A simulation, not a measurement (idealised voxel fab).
The document below concerns the process module designated voxel wiring stack.
Section shown: cut. Width: 210 nm. Cell size: 5 nm, square.
Cross-sections here: square-cell grids, written as top-down lists of bands, a band being one or more rows of cells. The band entry comprises the height of the band's top followed by the height of its bottom, expressed in nm, and subsequently the band's materials from left to right, each stated together with its width in nm. Where a single material is marked with the word "throughout", that material fills the band from edge to edge. The word "air" represents empty space. It should be noted that heights are counted from 0, beneath which the wafer as supplied is of one material throughout, and that the lowest band possesses no lower boundary but continues downward, as written in "top 0, no bottom". Width: "30->40" (first number = top row, second number = bottom row, same change from row to row of cells). Reading "no modifications" for a step: not a cell of the cross-section changed in it. This entry, "Sealed cavities", enumerates those empty regions of no fewer than 8 cells that possess no open connection to the top. Each region is reported in the form width x height at distance, the distance being taken from the left edge, with all three quantities expressed in nm. That trailing text on a step's line, after the settings, is the simulator's own remark on the step. Regarding "overlay nm": on a step with a mask, it is the distance the mask lay to the right of its planned place; a negative value places it to the left.
Process steps (planned):
| 1 | RECEIVE,material Si |
| 2 | CONFORMAL_DEP,material SiO2,thk nm 15 |
| 3 | DIRECTIONAL_DEP,material TiN,thk nm 5 |
| 4 | DIRECTIONAL_DEP,material W,thk nm 25 |
| 5 | DIRECTIONAL_DEP,material aC,thk nm 10 |
| 6 | PATTERN,tone cover,mask id METAL_1,material resist,width nm 30,pitch nm 50,thk nm 30,overlay nm 0 |
| 7 | DIRECTIONAL_ETCH,etch materials aC,depth nm 10 |
| 8 | STRIP,etch materials resist |
| 9 | DIRECTIONAL_ETCH,etch materials W,depth nm 25 |
| 10 | DIRECTIONAL_ETCH,etch materials TiN,depth nm 5 |
| 11 | STRIP,etch materials aC |
| 12 | CONFORMAL_DEP,material SiCN,thk nm 5 |
| 13 | FILL_DEP,material lowk,thk nm 10 |
| 14 | CMP,height nm 45 |
| 15 | CONFORMAL_DEP,material SiCN,thk nm 5 |
| 16 | DIRECTIONAL_DEP,material lowk,thk nm 20 |
| 17 | DIRECTIONAL_DEP,material aC,thk nm 10 |
| 18 | PATTERN,tone open,mask id PLUG_1,material resist,width nm 15,pitch nm 100,thk nm 25,overlay nm 0 |
| 19 | DIRECTIONAL_ETCH,etch materials aC,depth nm 10 |
| 20 | STRIP,etch materials resist |
| 21 | DIRECTIONAL_ETCH,etch materials lowk,depth nm 20 |
| 22 | DIRECTIONAL_ETCH,etch materials SiCN,depth nm 5 |
| 23 | STRIP,etch materials aC |
| 24 | EPI,material Ru,thk nm 10 |
| 25 | EPI,material Ru,thk nm 10 |
| 26 | EPI,material Ru,thk nm 5 |
| 27 | CONFORMAL_DEP,material SiCN,thk nm 5 |
| 28 | DIRECTIONAL_DEP,material SiO2,thk nm 25 |
| 29 | PATTERN,tone open,mask id METAL_2,material resist,width nm 30,pitch nm 50,thk nm 20,overlay nm 0 |
| 30 | DIRECTIONAL_ETCH,etch materials SiO2,depth nm 25 |
| 31 | DIRECTIONAL_ETCH,etch materials SiCN,depth nm 5 |
| 32 | STRIP,etch materials resist |
| 33 | CONFORMAL_DEP,material TiN,thk nm 5 |
| 34 | FILL_DEP,material Ru,thk nm 10 |
| 35 | CMP,height nm 100 |
| 36 | CONFORMAL_DEP,material SiCN,thk nm 5 |
| 37 | DIRECTIONAL_DEP,material SiO2,thk nm 30 |
| 38 | PATTERN,tone open,mask id METAL_3,material resist,width nm 30,pitch nm 50,thk nm 20,overlay nm 0 |
| 39 | DIRECTIONAL_ETCH,etch materials SiO2,depth nm 20 |
| 40 | STRIP,etch materials resist |
| 41 | MASKED_ETCH,tone open,mask id METAL_3_HOLES,width nm 15,pitch nm 50,etch materials SiO2,depth nm 10,overlay nm 0 |
| 42 | MASKED_ETCH,tone open,mask id METAL_3_HOLES,width nm 15,pitch nm 50,etch materials SiCN,depth nm 5,overlay nm 0 |
| 43 | CONFORMAL_DEP,material TiN,thk nm 5 |
| 44 | FILL_DEP,material Cu,thk nm 5 |
| 45 | CMP,height nm 135 |
| 46 | CONFORMAL_DEP,material SiCN,thk nm 5 |
Cross-sectional view of the wafer in its as-received condition, corresponding to the state after step 1:
    top 0, no bottom = Si throughout
    Sealed cavities: none
Post-module cross-section of the first of two wafers (run per plan):
    top 140, bottom 135 = SiCN throughout
    top 135, bottom 120 = SiO2=40; TiN=5; Cu=20; TiN=5; SiO2=20; TiN=5; Cu=20; TiN=5; SiO2=20; TiN=5; Cu=20; TiN=5; SiO2=40
    top 120, bottom 115 = SiO2=40; TiN=5; Cu=5; TiN=20; SiO2=20; TiN=5; Cu=5; TiN=20; SiO2=20; TiN=5; Cu=5; TiN=20; SiO2=40
    top 115, bottom 105 = SiO2=40; TiN=5; Cu=5; TiN=5; SiO2=35; TiN=5; Cu=5; TiN=5; SiO2=35; TiN=5; Cu=5; TiN=5; SiO2=55
    top 105, bottom 100 = SiCN=40; TiN=15; SiCN=35; TiN=15; SiCN=35; TiN=15; SiCN=55
    top 100, bottom 75 = SiO2=40; TiN=5; Ru=20; TiN=5; SiO2=20; TiN=5; Ru=20; TiN=5; SiO2=20; TiN=5; Ru=20; TiN=5; SiO2=40
    top 75, bottom 70 = SiCN=40; TiN=30; SiCN=20; TiN=30; SiCN=20; TiN=30; SiCN=40
    top 70, bottom 50 = lowk=40; Ru=15; lowk=85; Ru=15; lowk=55
    top 50, bottom 45 = SiCN=40; Ru=15; SiCN=85; Ru=15; SiCN=55
    top 45, bottom 20 = lowk=35; SiCN=5; W=30; SiCN=5; lowk=10; SiCN=5; W=30; SiCN=5; lowk=10; SiCN=5; W=30; SiCN=5; lowk=35
    top 20, bottom 15 = SiCN=40; TiN=30; SiCN=20; TiN=30; SiCN=20; TiN=30; SiCN=40
    top 15, bottom 0 = SiO2 throughout
    top 0, no bottom = Si throughout
    Sealed cavities: none
Wafer two, sectioned after the module: the first wafer's start, the first wafer's plan, and one mistake in how it was run:
    top 140, bottom 135 = SiCN throughout
    top 135, bottom 120 = SiO2=40; TiN=5; Cu=20; TiN=5; SiO2=20; TiN=5; Cu=20; TiN=5; SiO2=20; TiN=5; Cu=20; TiN=5; SiO2=40
    top 120, bottom 115 = SiO2=40; TiN=5; Cu=5; TiN=20; SiO2=20; TiN=5; Cu=5; TiN=20; SiO2=20; TiN=5; Cu=5; TiN=20; SiO2=40
    top 115, bottom 105 = SiO2=40; TiN=5; Cu=5; TiN=5; SiO2=35; TiN=5; Cu=5; TiN=5; SiO2=35; TiN=5; Cu=5; TiN=5; SiO2=55
    top 105, bottom 100 = SiCN=40; TiN=15; SiCN=35; TiN=15; SiCN=35; TiN=15; SiCN=55
    top 100, bottom 75 = SiO2=40; TiN=5; Ru=20; TiN=5; SiO2=20; TiN=5; Ru=20; TiN=5; SiO2=20; TiN=5; Ru=20; TiN=5; SiO2=40
    top 75, bottom 70 = SiCN=40; TiN=30; SiCN=20; TiN=30; SiCN=20; TiN=30; SiCN=40
    top 70, bottom 50 = lowk=50; Ru=15; lowk=85; Ru=15; lowk=45
    top 50, bottom 45 = SiCN=50; Ru=15; SiCN=85; Ru=15; SiCN=45
    top 45, bottom 20 = lowk=35; SiCN=5; W=30; SiCN=5; lowk=10; SiCN=5; W=30; SiCN=5; lowk=10; SiCN=5; W=30; SiCN=5; lowk=35
    top 20, bottom 15 = SiCN=40; TiN=30; SiCN=20; TiN=30; SiCN=20; TiN=30; SiCN=40
    top 15, bottom 0 = SiO2 throughout
    top 0, no bottom = Si throughout
    Sealed cavities: none
So what did we get wrong on this run? step 18 deviated from plan and actually ran as PATTERN,tone open,mask id PLUG_1,material resist,width nm 15,pitch nm 100,thk nm 25,overlay nm 10
The concluding comparison shows that, measured in cells, each material is equally abundant on both wafers, albeit at different positions.
